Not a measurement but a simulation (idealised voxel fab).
The name of this process module is voxel transistor to metal.
Cross-section cut spans 175 nm and uses square cells 5 nm in size.
This document writes a cross-section as a grid whose cells are square, and gives it as bands, listed from the top down; one or more rows of cells form a band.
Quick guide to a band line: top height, bottom height (nm) up front; then every material left to right with its width in nm. Only one material and it's marked "all across"? Then it fills the band edge to edge. And "air" just means empty space.
Below 0: as-received wafer, all one material; heights counted from there. Lowest band: no bottom, goes on down, written "0 -> down".
A two-number width, for instance "30->40", indicates that the width is equal to the first number in the top row of the band and to the second number in the bottom row, and that it changes by a constant amount per row of cells.
"left unchanged" for a step: no cell of the cross-section changed in that step.
"Enclosed empty spaces": sealed empty spaces, 8 cells or more, no open way to top, listed width x height at distance, with distance from the left edge and width, height and distance in nm.
On each step's line, the part that comes after the settings is the simulator's own comment on the step.
overlay nm: how far to the right of its planned place the mask lay on this masked step (negative: to the left).
# Listed below are the process steps as planned
step 1: RECEIVE: material Si
step 2: OXIDIZE: depth nm 5
step 3: CONFORMAL_DEP: material SiN, thk nm 10
step 4: PATTERN: tone cover, mask id ACTIVE, material resist, width nm 105, thk nm 20, overlay nm 0
step 5: DIRECTIONAL_ETCH: etch materials SiN, depth nm 10
step 6: DIRECTIONAL_ETCH: etch materials SiO2, depth nm 5
step 7: DIRECTIONAL_ETCH: etch materials Si, depth nm 25
step 8: STRIP: etch materials resist
step 9: OXIDIZE: depth nm 5
step 10: FILL_DEP: material SiO2, thk nm 15
step 11: CMP: height nm 10
step 12: SELECTIVE_ETCH: etch materials SiO2, depth nm 5
step 13: STRIP: etch materials SiN
step 14: SELECTIVE_ETCH: etch materials SiO2, depth nm 5
step 15: OXIDIZE: depth nm 5
step 16: DIRECTIONAL_DEP: material polySi, thk nm 20
step 17: DIRECTIONAL_DEP: material SiCN, thk nm 10
step 18: MASKED_ETCH: tone cover, mask id GATE, width nm 25, etch materials SiCN, depth nm 20, overlay nm 0
step 19: MASKED_ETCH: tone cover, mask id GATE, width nm 25, etch materials polySi, depth nm 30, overlay nm 0
step 20: CONFORMAL_DEP: material SiO2, thk nm 5
step 21: DIRECTIONAL_ETCH: etch materials SiO2, depth nm 5
step 22: CONFORMAL_DEP: material SiN, thk nm 10
step 23: DIRECTIONAL_ETCH: etch materials SiN, depth nm 10
step 24: DIRECTIONAL_ETCH: etch materials SiO2, depth nm 5
step 25: DIRECTIONAL_ETCH: etch materials Si, depth nm 15
step 26: EPI: material nSi, thk nm 15
step 27: FILL_DEP: material SiO2, thk nm 5
step 28: CMP: height nm 15
step 29: STRIP: etch materials polySi
step 30: SELECTIVE_ETCH: etch materials SiO2, depth nm 5
step 31: CONFORMAL_DEP: material HfO2, thk nm 5
step 32: CONFORMAL_DEP: material TiN, thk nm 5
step 33: FILL_DEP: material W, thk nm 10
step 34: CMP: height nm 10
step 35: DIRECTIONAL_DEP: material SiO2, thk nm 15
step 36: DIRECTIONAL_DEP: material aC, thk nm 10
step 37: PATTERN: tone open, mask id CONTACT, material resist, width nm 20, pitch nm 75, thk nm 30, overlay nm 0
step 38: DIRECTIONAL_ETCH: etch materials aC, depth nm 10
step 39: STRIP: etch materials resist
step 40: DIRECTIONAL_ETCH: etch materials SiO2, depth nm 20
step 41: STRIP: etch materials aC
step 42: CONFORMAL_DEP: material TiN, thk nm 5
step 43: FILL_DEP: material W, thk nm 10
step 44: CMP: height nm 25
step 45: DIRECTIONAL_DEP: material TiN, thk nm 5
step 46: DIRECTIONAL_DEP: material W, thk nm 15
step 47: PATTERN: tone cover, mask id METAL_1, material resist, width nm 20, pitch nm 75, thk nm 20, overlay nm 0
step 48: DIRECTIONAL_ETCH: etch materials W, depth nm 15
step 49: DIRECTIONAL_ETCH: etch materials TiN, depth nm 5
step 50: STRIP: etch materials resist
step 51: FILL_DEP: material SiO2, thk nm 10
step 52: CMP: height nm 45
step 53: CONFORMAL_DEP: material SiCN, thk nm 5
step 54: DIRECTIONAL_DEP: material SiO2, thk nm 25
step 55: MASKED_ETCH: tone open, mask id METAL_2, width nm 20, pitch nm 75, etch materials SiO2, depth nm 15, overlay nm 0
step 56: MASKED_ETCH: tone open, mask id METAL_2_HOLES, width nm 15, pitch nm 75, etch materials SiO2, depth nm 10, overlay nm 0
step 57: MASKED_ETCH: tone open, mask id METAL_2_HOLES, width nm 15, pitch nm 75, etch materials SiCN, depth nm 5, overlay nm 0
step 58: CONFORMAL_DEP: material TiN, thk nm 5
step 59: FILL_DEP: material Cu, thk nm 5
step 60: CMP: height nm 75
step 61: CONFORMAL_DEP: material SiN, thk nm 5
# Wafer at receipt (post step 1), cross-section
  0 -> down = Si all across
  Enclosed empty spaces: none
# Wafer cross-section at module end: first of two, run to plan
  80 -> 75 = SiN all across
  75 -> 65 = 40 nm SiO2, then 5 nm TiN, then 10 nm Cu, then 5 nm TiN, then 55 nm SiO2, then 5 nm TiN, then 10 nm Cu, then 5 nm TiN, then 40 nm SiO2
  65 -> 60 = 40 nm SiO2, then 5 nm TiN, then 5 nm Cu, then 10 nm TiN, then 55 nm SiO2, then 5 nm TiN, then 5 nm Cu, then 10 nm TiN, then 40 nm SiO2
  60 -> 50 = 40 nm SiO2, then 5 nm TiN, then 5 nm Cu, then 5 nm TiN, then 60 nm SiO2, then 5 nm TiN, then 5 nm Cu, then 5 nm TiN, then 45 nm SiO2
  50 -> 45 = 40 nm SiCN, then 15 nm TiN, then 60 nm SiCN, then 15 nm TiN, then 45 nm SiCN
  45 -> 30 = 40 nm SiO2, then 20 nm W, then 55 nm SiO2, then 20 nm W, then 40 nm SiO2
  30 -> 25 = 40 nm SiO2, then 20 nm TiN, then 55 nm SiO2, then 20 nm TiN, then 40 nm SiO2
  25 -> 10 = 40 nm SiO2, then 5 nm TiN, then 10 nm W, then 5 nm TiN, then 55 nm SiO2, then 5 nm TiN, then 10 nm W, then 5 nm TiN, then 40 nm SiO2
  10 -> 5 = 40 nm SiO2, then 20 nm TiN, then 10 nm SiN, then 5 nm HfO2, then 5 nm TiN, then 15 nm W, then 5 nm TiN, then 5 nm HfO2, then 10 nm SiN, then 20 nm TiN, then 40 nm SiO2
  5 -> 0 = 40 nm SiO2, then 20 nm nSi, then 10 nm SiN, then 5 nm HfO2, then 5 nm TiN, then 15 nm W, then 5 nm TiN, then 5 nm HfO2, then 10 nm SiN, then 20 nm nSi, then 40 nm SiO2
  0 -> -5 = 35 nm SiO2, then 10 nm SiN, then 15 nm nSi, then 10 nm SiN, then 5 nm HfO2, then 25 nm TiN, then 5 nm HfO2, then 10 nm SiN, then 15 nm nSi, then 10 nm SiN, then 35 nm SiO2
  -5 -> -10 = 45 nm SiO2, then 15 nm nSi, then 10 nm SiO2, then 35 nm HfO2, then 10 nm SiO2, then 15 nm nSi, then 45 nm SiO2
  -10 -> -25 = 40 nm SiO2, then 5 nm Si, then 15 nm nSi, then 55 nm Si, then 15 nm nSi, then 5 nm Si, then 40 nm SiO2
  -25 -> -35 = 40 nm SiO2, then 95 nm Si, then 40 nm SiO2
  -35 -> down = Si all across
  Enclosed empty spaces: none
# Cross-section, second wafer: same start as the first, same plan as the first, one mistake in running it; taken at the end of the module
  80 -> 75 = SiN all across
  75 -> 65 = 40 nm SiO2, then 5 nm TiN, then 10 nm Cu, then 5 nm TiN, then 55 nm SiO2, then 5 nm TiN, then 10 nm Cu, then 5 nm TiN, then 40 nm SiO2
  65 -> 60 = 40 nm SiO2, then 5 nm TiN, then 5 nm Cu, then 10 nm TiN, then 55 nm SiO2, then 5 nm TiN, then 5 nm Cu, then 10 nm TiN, then 40 nm SiO2
  60 -> 50 = 40 nm SiO2, then 5 nm TiN, then 5 nm Cu, then 5 nm TiN, then 60 nm SiO2, then 5 nm TiN, then 5 nm Cu, then 5 nm TiN, then 45 nm SiO2
  50 -> 45 = 40 nm SiCN, then 15 nm TiN, then 60 nm SiCN, then 15 nm TiN, then 45 nm SiCN
  45 -> 30 = 40 nm SiO2, then 20 nm W, then 55 nm SiO2, then 20 nm W, then 40 nm SiO2
  30 -> 25 = 40 nm SiO2, then 20 nm TiN, then 55 nm SiO2, then 20 nm TiN, then 40 nm SiO2
  25 -> 10 = 40 nm SiO2, then 5 nm TiN, then 10 nm W, then 5 nm TiN, then 55 nm SiO2, then 5 nm TiN, then 10 nm W, then 5 nm TiN, then 40 nm SiO2
  10 -> 5 = 40 nm SiO2, then 20 nm TiN, then 10 nm SiN, then 5 nm HfO2, then 5 nm TiN, then 15 nm W, then 5 nm TiN, then 5 nm HfO2, then 10 nm SiN, then 20 nm TiN, then 40 nm SiO2
  5 -> 0 = 45 nm SiO2, then 15 nm nSi, then 10 nm SiN, then 5 nm HfO2, then 5 nm TiN, then 15 nm W, then 5 nm TiN, then 5 nm HfO2, then 10 nm SiN, then 15 nm nSi, then 45 nm SiO2
  0 -> -5 = 35 nm SiO2, then 10 nm SiN, then 15 nm nSi, then 10 nm SiN, then 5 nm HfO2, then 25 nm TiN, then 5 nm HfO2, then 10 nm SiN, then 15 nm nSi, then 10 nm SiN, then 35 nm SiO2
  -5 -> -10 = 45 nm SiO2, then 15 nm nSi, then 10 nm SiO2, then 35 nm HfO2, then 10 nm SiO2, then 15 nm nSi, then 45 nm SiO2
  -10 -> -25 = 45 nm SiO2, then 15 nm nSi, then 55 nm Si, then 15 nm nSi, then 45 nm SiO2
  -25 -> -40 = 45 nm SiO2, then 85 nm Si, then 45 nm SiO2
  -40 -> down = Si all across
  Enclosed empty spaces: none
What broke from the plan during processing? contrary to plan, step 9 was performed as OXIDIZE: depth nm 10
Counted in cells at the end, the second wafer holds more or fewer of these materials than the first: Si: 28 fewer | SiO2: 30 more | nSi: 2 fewer
